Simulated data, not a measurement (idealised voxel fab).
process module | voxel transistor to metal
cross-section cut | 270 nm wide | cells 5 nm
A cross-section is a grid of square cells, given in bands from the top down. A band is one or more rows of cells.
Each band's line starts with the height of the band's top and of its bottom, in nm. Then come its materials from left to right, each with its width in nm. One material with "throughout" fills the band from edge to edge. "air" is empty space.
Height 0 is the level under which the wafer as received is all one material. The lowest band goes on downwards, as in "0 down".
A width such as "30 to 40" changes by the same amount from each row of cells to the next, from the band's top row to its bottom row.
"no change" after a step means that no cell of the cross-section changed.
closed voids: empty space of 8 cells or more with no open way to the top, each as width x height at its distance from the left edge, in nm
after a step's settings: what the simulator itself notes on the step
overlay nm, on a step with a mask: how far to the right of its planned place the mask lay; to the left if negative
plan
1 op RECEIVE | material Si
2 op OXIDIZE | depth nm 5
3 op CONFORMAL_DEP | material SiN | thk nm 15
4 op DIRECTIONAL_DEP | material aC | thk nm 10
5 op PATTERN | tone cover | mask id ACTIVE | material resist | width nm 105 | pitch nm 135 | thk nm 30 | overlay nm 0
6 op DIRECTIONAL_ETCH | etch materials aC | depth nm 10
7 op STRIP | etch materials resist
8 op DIRECTIONAL_ETCH | etch materials SiN | depth nm 15
9 op DIRECTIONAL_ETCH | etch materials SiO2 | depth nm 5
10 op DIRECTIONAL_ETCH | etch materials Si | depth nm 35
11 op STRIP | etch materials aC
12 op OXIDIZE | depth nm 5
13 op FILL_DEP | material SiO2 | thk nm 15
14 op CMP | height nm 15
15 op SELECTIVE_ETCH | etch materials SiO2 | depth nm 15
16 op STRIP | etch materials SiN
17 op SELECTIVE_ETCH | etch materials SiO2 | depth nm 5
18 op OXIDIZE | depth nm 5
19 op DIRECTIONAL_DEP | material polySi | thk nm 25
20 op DIRECTIONAL_DEP | material SiCN | thk nm 10
21 op PATTERN | tone cover | mask id GATE | material resist | width nm 25 | pitch nm 135 | thk nm 15 | overlay nm 0
22 op DIRECTIONAL_ETCH | etch materials SiCN | depth nm 20
23 op DIRECTIONAL_ETCH | etch materials polySi | depth nm 35
24 op STRIP | etch materials resist
25 op CONFORMAL_DEP | material SiO2 | thk nm 5
26 op DIRECTIONAL_ETCH | etch materials SiO2 | depth nm 5
27 op CONFORMAL_DEP | material SiN | thk nm 5
28 op DIRECTIONAL_ETCH | etch materials SiN | depth nm 5
29 op DIRECTIONAL_ETCH | etch materials SiO2 | depth nm 5
30 op DIRECTIONAL_ETCH | etch materials Si | depth nm 10
31 op EPI | material pSi | thk nm 15
32 op FILL_DEP | material SiO2 | thk nm 5
33 op CMP | height nm 30
34 op DIRECTIONAL_DEP | material SiO2 | thk nm 10
35 op MASKED_ETCH | tone open | mask id CONTACT | width nm 15 | etch materials SiO2 | depth nm 45 | overlay nm 0
36 op CONFORMAL_DEP | material TiN | thk nm 5
37 op FILL_DEP | material W | thk nm 10
38 op CMP | height nm 40
39 op DIRECTIONAL_DEP | material TiN | thk nm 5
40 op DIRECTIONAL_DEP | material W | thk nm 25
41 op PATTERN | tone cover | mask id METAL_1 | material resist | width nm 15 | thk nm 20 | overlay nm 0
42 op DIRECTIONAL_ETCH | etch materials W | depth nm 25
43 op DIRECTIONAL_ETCH | etch materials TiN | depth nm 5
44 op STRIP | etch materials resist
45 op CONFORMAL_DEP | material SiCN | thk nm 5
46 op FILL_DEP | material SiO2 | thk nm 5
47 op CMP | height nm 70
48 op CONFORMAL_DEP | material SiCN | thk nm 5
first wafer, as planned
as received, after step 1
  0 down: Si throughout
  closed voids: none
after step 2
  0 to -5: SiO2 throughout
  below -5: unchanged
after step 3
  15 to 0: SiN throughout
  below 0: unchanged
after step 4
  25 to 15: aC throughout
  below 15: unchanged
after step 5
  55 to 25: air 15 | resist 105 | air 30 | resist 105 | air 15
  below 25: unchanged
after step 6
  45 to 25: air 15 | resist 105 | air 30 | resist 105 | air 15
  25 to 15: air 15 | aC 105 | air 30 | aC 105 | air 15
  below 15: unchanged
after step 7
  25 to 15: air 15 | aC 105 | air 30 | aC 105 | air 15
  below 15: unchanged
after step 8
  25 to 15: air 15 | aC 105 | air 30 | aC 105 | air 15
  15 to 0: air 15 | SiN 105 | air 30 | SiN 105 | air 15
  below 0: unchanged
after step 9
  25 to 15: air 15 | aC 105 | air 30 | aC 105 | air 15
  15 to 0: air 15 | SiN 105 | air 30 | SiN 105 | air 15
  0 to -5: air 15 | SiO2 105 | air 30 | SiO2 105 | air 15
  below -5: unchanged
after step 10
  25 to 15: air 15 | aC 105 | air 30 | aC 105 | air 15
  15 to 0: air 15 | SiN 105 | air 30 | SiN 105 | air 15
  0 to -5: air 15 | SiO2 105 | air 30 | SiO2 105 | air 15
  -5 to -40: air 15 | Si 105 | air 30 | Si 105 | air 15
  below -40: unchanged
after step 11
  15 to 0: air 15 | SiN 105 | air 30 | SiN 105 | air 15
  below 0: unchanged
after step 12
  15 to 0: air 15 | SiN 105 | air 30 | SiN 105 | air 15
  0 to -5: air 15 | SiO2 105 | air 30 | SiO2 105 | air 15
  -5 to -40: air 15 | SiO2 5 | Si 95 | SiO2 5 | air 30 | SiO2 5 | Si 95 | SiO2 5 | air 15
  -40 to -45: SiO2 20 | Si 95 | SiO2 40 | Si 95 | SiO2 20
  below -45: unchanged
after step 13
  30 to 15: SiO2 throughout
  15 to 0: SiO2 15 | SiN 105 | SiO2 30 | SiN 105 | SiO2 15
  0 to -5: SiO2 throughout
  -5 to -45: SiO2 20 | Si 95 | SiO2 40 | Si 95 | SiO2 20
  below -45: unchanged
after step 14
  15 to 0: SiO2 15 | SiN 105 | SiO2 30 | SiN 105 | SiO2 15
  below 0: unchanged
after step 15
  15 to 0: air 15 | SiN 105 | air 30 | SiN 105 | air 15
  below 0: unchanged
after step 16
  0 to -5: SiO2 throughout
  below -5: unchanged
after step 17
  -5 to -45: SiO2 20 | Si 95 | SiO2 40 | Si 95 | SiO2 20
  below -45: unchanged
after step 18
  -5 to -10: SiO2 throughout
  below -10: unchanged
after step 19
  20 to -5: polySi throughout
  below -5: unchanged
after step 20
  30 to 20: SiCN throughout
  below 20: unchanged
after step 21
  45 to 30: air 55 | resist 25 | air 110 | resist 25 | air 55
  below 30: unchanged
after step 22
  45 to 30: air 55 | resist 25 | air 110 | resist 25 | air 55
  30 to 20: air 55 | SiCN 25 | air 110 | SiCN 25 | air 55
  below 20: unchanged
after step 23
  45 to 30: air 55 | resist 25 | air 110 | resist 25 | air 55
  30 to 20: air 55 | SiCN 25 | air 110 | SiCN 25 | air 55
  20 to -5: air 55 | polySi 25 | air 110 | polySi 25 | air 55
  below -5: unchanged
after step 24
  30 to 20: air 55 | SiCN 25 | air 110 | SiCN 25 | air 55
  below 20: unchanged
after step 25
  35 to 30: air 50 | SiO2 35 | air 100 | SiO2 35 | air 50
  30 to 20: air 50 | SiO2 5 | SiCN 25 | SiO2 5 | air 100 | SiO2 5 | SiCN 25 | SiO2 5 | air 50
  20 to 0: air 50 | SiO2 5 | polySi 25 | SiO2 5 | air 100 | SiO2 5 | polySi 25 | SiO2 5 | air 50
  0 to -5: SiO2 55 | polySi 25 | SiO2 110 | polySi 25 | SiO2 55
  below -5: unchanged
after step 26
  30 to 20: air 50 | SiO2 5 | SiCN 25 | SiO2 5 | air 100 | SiO2 5 | SiCN 25 | SiO2 5 | air 50
  20 to -5: air 50 | SiO2 5 | polySi 25 | SiO2 5 | air 100 | SiO2 5 | polySi 25 | SiO2 5 | air 50
  below -5: unchanged
after step 27
  35 to 30: air 45 | SiN 45 | air 90 | SiN 45 | air 45
  30 to 20: air 45 | SiN 5 | SiO2 5 | SiCN 25 | SiO2 5 | SiN 5 | air 90 | SiN 5 | SiO2 5 | SiCN 25 | SiO2 5 | SiN 5 | air 45
  20 to 0: air 45 | SiN 5 | SiO2 5 | polySi 25 | SiO2 5 | SiN 5 | air 90 | SiN 5 | SiO2 5 | polySi 25 | SiO2 5 | SiN 5 | air 45
  0 to -5: SiN 50 | SiO2 5 | polySi 25 | SiO2 5 | SiN 100 | SiO2 5 | polySi 25 | SiO2 5 | SiN 50
  below -5: unchanged
after step 28
  30 to 20: air 45 | SiN 5 | SiO2 5 | SiCN 25 | SiO2 5 | SiN 5 | air 90 | SiN 5 | SiO2 5 | SiCN 25 | SiO2 5 | SiN 5 | air 45
  20 to -5: air 45 | SiN 5 | SiO2 5 | polySi 25 | SiO2 5 | SiN 5 | air 90 | SiN 5 | SiO2 5 | polySi 25 | SiO2 5 | SiN 5 | air 45
  below -5: unchanged
after step 29
  30 to 25: air 45 | SiN 5 | air 5 | SiCN 25 | air 5 | SiN 5 | air 90 | SiN 5 | air 5 | SiCN 25 | air 5 | SiN 5 | air 45
  25 to 20: air 45 | SiN 5 | SiO2 5 | SiCN 25 | SiO2 5 | SiN 5 | air 90 | SiN 5 | SiO2 5 | SiCN 25 | SiO2 5 | SiN 5 | air 45
  20 to -5: air 45 | SiN 5 | SiO2 5 | polySi 25 | SiO2 5 | SiN 5 | air 90 | SiN 5 | SiO2 5 | polySi 25 | SiO2 5 | SiN 5 | air 45
  -5 to -10: air 45 | SiO2 45 | air 90 | SiO2 45 | air 45
  below -10: unchanged
after step 30
  30 to 25: air 45 | SiN 5 | air 5 | SiCN 25 | air 5 | SiN 5 | air 90 | SiN 5 | air 5 | SiCN 25 | air 5 | SiN 5 | air 45
  25 to 20: air 45 | SiN 5 | SiO2 5 | SiCN 25 | SiO2 5 | SiN 5 | air 90 | SiN 5 | SiO2 5 | SiCN 25 | SiO2 5 | SiN 5 | air 45
  20 to -5: air 45 | SiN 5 | SiO2 5 | polySi 25 | SiO2 5 | SiN 5 | air 90 | SiN 5 | SiO2 5 | polySi 25 | SiO2 5 | SiN 5 | air 45
  -5 to -10: air 45 | SiO2 45 | air 90 | SiO2 45 | air 45
  -10 to -20: SiO2 20 | air 25 | Si 45 | air 25 | SiO2 40 | air 25 | Si 45 | air 25 | SiO2 20
  below -20: unchanged
after step 31
  30 to 25: air 45 | SiN 5 | air 5 | SiCN 25 | air 5 | SiN 5 | air 90 | SiN 5 | air 5 | SiCN 25 | air 5 | SiN 5 | air 45
  25 to 20: air 45 | SiN 5 | SiO2 5 | SiCN 25 | SiO2 5 | SiN 5 | air 90 | SiN 5 | SiO2 5 | SiCN 25 | SiO2 5 | SiN 5 | air 45
  20 to 5: air 45 | SiN 5 | SiO2 5 | polySi 25 | SiO2 5 | SiN 5 | air 90 | SiN 5 | SiO2 5 | polySi 25 | SiO2 5 | SiN 5 | air 45
  5 to -5: air 30 | pSi 15 | SiN 5 | SiO2 5 | polySi 25 | SiO2 5 | SiN 5 | pSi 15 | air 60 | pSi 15 | SiN 5 | SiO2 5 | polySi 25 | SiO2 5 | SiN 5 | pSi 15 | air 30
  -5 to -10: air 15 | pSi 30 | SiO2 45 | pSi 30 | air 30 | pSi 30 | SiO2 45 | pSi 30 | air 15
  -10 to -20: SiO2 20 | pSi 25 | Si 45 | pSi 25 | SiO2 40 | pSi 25 | Si 45 | pSi 25 | SiO2 20
  below -20: unchanged
after step 32
  35 to 30: SiO2 throughout
  30 to 20: SiO2 45 | SiN 5 | SiO2 5 | SiCN 25 | SiO2 5 | SiN 5 | SiO2 90 | SiN 5 | SiO2 5 | SiCN 25 | SiO2 5 | SiN 5 | SiO2 45
  20 to 5: SiO2 45 | SiN 5 | SiO2 5 | polySi 25 | SiO2 5 | SiN 5 | SiO2 90 | SiN 5 | SiO2 5 | polySi 25 | SiO2 5 | SiN 5 | SiO2 45
  5 to -5: SiO2 30 | pSi 15 | SiN 5 | SiO2 5 | polySi 25 | SiO2 5 | SiN 5 | pSi 15 | SiO2 60 | pSi 15 | SiN 5 | SiO2 5 | polySi 25 | SiO2 5 | SiN 5 | pSi 15 | SiO2 30
  -5 to -10: SiO2 15 | pSi 30 | SiO2 45 | pSi 30 | SiO2 30 | pSi 30 | SiO2 45 | pSi 30 | SiO2 15
  below -10: unchanged
after step 33
  30 to 20: SiO2 45 | SiN 5 | SiO2 5 | SiCN 25 | SiO2 5 | SiN 5 | SiO2 90 | SiN 5 | SiO2 5 | SiCN 25 | SiO2 5 | SiN 5 | SiO2 45
  below 20: unchanged
after step 34
  40 to 30: SiO2 throughout
  below 30: unchanged
after step 35
  40 to 30: SiO2 20 | air 15 | SiO2 65 | air 15 | SiO2 40 | air 15 | SiO2 65 | air 15 | SiO2 20
  30 to 20: SiO2 20 | air 15 | SiO2 10 | SiN 5 | SiO2 5 | SiCN 25 | SiO2 5 | SiN 5 | SiO2 10 | air 15 | SiO2 40 | air 15 | SiO2 10 | SiN 5 | SiO2 5 | SiCN 25 | SiO2 5 | SiN 5 | SiO2 10 | air 15 | SiO2 20
  20 to 5: SiO2 20 | air 15 | SiO2 10 | SiN 5 | SiO2 5 | polySi 25 | SiO2 5 | SiN 5 | SiO2 10 | air 15 | SiO2 40 | air 15 | SiO2 10 | SiN 5 | SiO2 5 | polySi 25 | SiO2 5 | SiN 5 | SiO2 10 | air 15 | SiO2 20
  5 to -5: SiO2 20 | air 10 | pSi 15 | SiN 5 | SiO2 5 | polySi 25 | SiO2 5 | SiN 5 | pSi 15 | air 10 | SiO2 40 | air 10 | pSi 15 | SiN 5 | SiO2 5 | polySi 25 | SiO2 5 | SiN 5 | pSi 15 | air 10 | SiO2 20
  below -5: unchanged
after step 36
  45 to 40: TiN 25 | air 5 | TiN 75 | air 5 | TiN 50 | air 5 | TiN 75 | air 5 | TiN 25
  40 to 30: SiO2 20 | TiN 5 | air 5 | TiN 5 | SiO2 65 | TiN 5 | air 5 | TiN 5 | SiO2 40 | TiN 5 | air 5 | TiN 5 | SiO2 65 | TiN 5 | air 5 | TiN 5 | SiO2 20
  30 to 20: SiO2 20 | TiN 5 | air 5 | TiN 5 | SiO2 10 | SiN 5 | SiO2 5 | SiCN 25 | SiO2 5 | SiN 5 | SiO2 10 | TiN 5 | air 5 | TiN 5 | SiO2 40 | TiN 5 | air 5 | TiN 5 | SiO2 10 | SiN 5 | SiO2 5 | SiCN 25 | SiO2 5 | SiN 5 | SiO2 10 | TiN 5 | air 5 | TiN 5 | SiO2 20
  20 to 10: SiO2 20 | TiN 5 | air 5 | TiN 5 | SiO2 10 | SiN 5 | SiO2 5 | polySi 25 | SiO2 5 | SiN 5 | SiO2 10 | TiN 5 | air 5 | TiN 5 | SiO2 40 | TiN 5 | air 5 | TiN 5 | SiO2 10 | SiN 5 | SiO2 5 | polySi 25 | SiO2 5 | SiN 5 | SiO2 10 | TiN 5 | air 5 | TiN 5 | SiO2 20
  10 to 5: SiO2 20 | TiN 15 | SiO2 10 | SiN 5 | SiO2 5 | polySi 25 | SiO2 5 | SiN 5 | SiO2 10 | TiN 15 | SiO2 40 | TiN 15 | SiO2 10 | SiN 5 | SiO2 5 | polySi 25 | SiO2 5 | SiN 5 | SiO2 10 | TiN 15 | SiO2 20
  5 to -5: SiO2 20 | TiN 10 | pSi 15 | SiN 5 | SiO2 5 | polySi 25 | SiO2 5 | SiN 5 | pSi 15 | TiN 10 | SiO2 40 | TiN 10 | pSi 15 | SiN 5 | SiO2 5 | polySi 25 | SiO2 5 | SiN 5 | pSi 15 | TiN 10 | SiO2 20
  below -5: unchanged
after step 37
  55 to 45: W throughout
  45 to 40: TiN 25 | W 5 | TiN 75 | W 5 | TiN 50 | W 5 | TiN 75 | W 5 | TiN 25
  40 to 30: SiO2 20 | TiN 5 | W 5 | TiN 5 | SiO2 65 | TiN 5 | W 5 | TiN 5 | SiO2 40 | TiN 5 | W 5 | TiN 5 | SiO2 65 | TiN 5 | W 5 | TiN 5 | SiO2 20
  30 to 20: SiO2 20 | TiN 5 | W 5 | TiN 5 | SiO2 10 | SiN 5 | SiO2 5 | SiCN 25 | SiO2 5 | SiN 5 | SiO2 10 | TiN 5 | W 5 | TiN 5 | SiO2 40 | TiN 5 | W 5 | TiN 5 | SiO2 10 | SiN 5 | SiO2 5 | SiCN 25 | SiO2 5 | SiN 5 | SiO2 10 | TiN 5 | W 5 | TiN 5 | SiO2 20
  20 to 10: SiO2 20 | TiN 5 | W 5 | TiN 5 | SiO2 10 | SiN 5 | SiO2 5 | polySi 25 | SiO2 5 | SiN 5 | SiO2 10 | TiN 5 | W 5 | TiN 5 | SiO2 40 | TiN 5 | W 5 | TiN 5 | SiO2 10 | SiN 5 | SiO2 5 | polySi 25 | SiO2 5 | SiN 5 | SiO2 10 | TiN 5 | W 5 | TiN 5 | SiO2 20
  below 10: unchanged
after step 38
  40 to 30: SiO2 20 | TiN 5 | W 5 | TiN 5 | SiO2 65 | TiN 5 | W 5 | TiN 5 | SiO2 40 | TiN 5 | W 5 | TiN 5 | SiO2 65 | TiN 5 | W 5 | TiN 5 | SiO2 20
  below 30: unchanged
after step 39
  45 to 40: TiN throughout
  below 40: unchanged
after step 40
  70 to 45: W throughout
  below 45: unchanged
after step 41
  90 to 70: air 20 | resist 15 | air 65 | resist 15 | air 40 | resist 15 | air 65 | resist 15 | air 20
  below 70: unchanged
after step 42
  90 to 70: air 20 | resist 15 | air 65 | resist 15 | air 40 | resist 15 | air 65 | resist 15 | air 20
  70 to 45: air 20 | W 15 | air 65 | W 15 | air 40 | W 15 | air 65 | W 15 | air 20
  below 45: unchanged
after step 43
  90 to 70: air 20 | resist 15 | air 65 | resist 15 | air 40 | resist 15 | air 65 | resist 15 | air 20
  70 to 45: air 20 | W 15 | air 65 | W 15 | air 40 | W 15 | air 65 | W 15 | air 20
  45 to 40: air 20 | TiN 15 | air 65 | TiN 15 | air 40 | TiN 15 | air 65 | TiN 15 | air 20
  below 40: unchanged
after step 44
  70 to 45: air 20 | W 15 | air 65 | W 15 | air 40 | W 15 | air 65 | W 15 | air 20
  below 45: unchanged
after step 45
  75 to 70: air 15 | SiCN 25 | air 55 | SiCN 25 | air 30 | SiCN 25 | air 55 | SiCN 25 | air 15
  70 to 45: air 15 | SiCN 5 | W 15 | SiCN 5 | air 55 | SiCN 5 | W 15 | SiCN 5 | air 30 | SiCN 5 | W 15 | SiCN 5 | air 55 | SiCN 5 | W 15 | SiCN 5 | air 15
  45 to 40: SiCN 20 | TiN 15 | SiCN 65 | TiN 15 | SiCN 40 | TiN 15 | SiCN 65 | TiN 15 | SiCN 20
  below 40: unchanged
after step 46
  80 to 75: SiO2 throughout
  75 to 70: SiO2 15 | SiCN 25 | SiO2 55 | SiCN 25 | SiO2 30 | SiCN 25 | SiO2 55 | SiCN 25 | SiO2 15
  70 to 45: SiO2 15 | SiCN 5 | W 15 | SiCN 5 | SiO2 55 | SiCN 5 | W 15 | SiCN 5 | SiO2 30 | SiCN 5 | W 15 | SiCN 5 | SiO2 55 | SiCN 5 | W 15 | SiCN 5 | SiO2 15
  below 45: unchanged
after step 47
  70 to 45: SiO2 15 | SiCN 5 | W 15 | SiCN 5 | SiO2 55 | SiCN 5 | W 15 | SiCN 5 | SiO2 30 | SiCN 5 | W 15 | SiCN 5 | SiO2 55 | SiCN 5 | W 15 | SiCN 5 | SiO2 15
  below 45: unchanged
after step 48
  75 to 70: SiCN throughout
  below 70: unchanged
second wafer: like start, like plan, one mistake. Through step 40 it matches the first wafer
when step 41 should have ended
  90 to 70: air 20 | resist 20 | air 60 | resist 20 | air 35 | resist 20 | air 60 | resist 20 | air 15
  below 70: unchanged
when step 42 should have ended
  90 to 70: air 20 | resist 20 | air 60 | resist 20 | air 35 | resist 20 | air 60 | resist 20 | air 15
  70 to 45: air 20 | W 20 | air 60 | W 20 | air 35 | W 20 | air 60 | W 20 | air 15
  below 45: unchanged
when step 43 should have ended
  90 to 70: air 20 | resist 20 | air 60 | resist 20 | air 35 | resist 20 | air 60 | resist 20 | air 15
  70 to 45: air 20 | W 20 | air 60 | W 20 | air 35 | W 20 | air 60 | W 20 | air 15
  45 to 40: air 20 | TiN 20 | air 60 | TiN 20 | air 35 | TiN 20 | air 60 | TiN 20 | air 15
  below 40: unchanged
when step 44 should have ended
  70 to 45: air 20 | W 20 | air 60 | W 20 | air 35 | W 20 | air 60 | W 20 | air 15
  below 45: unchanged
when step 45 should have ended
  75 to 70: air 15 | SiCN 30 | air 50 | SiCN 30 | air 25 | SiCN 30 | air 50 | SiCN 30 | air 10
  70 to 45: air 15 | SiCN 5 | W 20 | SiCN 5 | air 50 | SiCN 5 | W 20 | SiCN 5 | air 25 | SiCN 5 | W 20 | SiCN 5 | air 50 | SiCN 5 | W 20 | SiCN 5 | air 10
  45 to 40: SiCN 20 | TiN 20 | SiCN 60 | TiN 20 | SiCN 35 | TiN 20 | SiCN 60 | TiN 20 | SiCN 15
  below 40: unchanged
when step 46 should have ended
  80 to 75: SiO2 throughout
  75 to 70: SiO2 15 | SiCN 30 | SiO2 50 | SiCN 30 | SiO2 25 | SiCN 30 | SiO2 50 | SiCN 30 | SiO2 10
  70 to 45: SiO2 15 | SiCN 5 | W 20 | SiCN 5 | SiO2 50 | SiCN 5 | W 20 | SiCN 5 | SiO2 25 | SiCN 5 | W 20 | SiCN 5 | SiO2 50 | SiCN 5 | W 20 | SiCN 5 | SiO2 10
  below 45: unchanged
when step 47 should have ended
  70 to 45: SiO2 15 | SiCN 5 | W 20 | SiCN 5 | SiO2 50 | SiCN 5 | W 20 | SiCN 5 | SiO2 25 | SiCN 5 | W 20 | SiCN 5 | SiO2 50 | SiCN 5 | W 20 | SiCN 5 | SiO2 10
  below 45: unchanged
when step 48 should have ended
  75 to 70: SiCN throughout
  below 70: unchanged
what went wrong: step 41 ran as: op PATTERN | tone cover | mask id METAL_1 | material resist | width nm 20 | thk nm 20 | overlay nm 0
at the end the second wafer has, in cells: 4 fewer of SiCN | 20 fewer of SiO2 | 4 more of TiN | 20 more of W
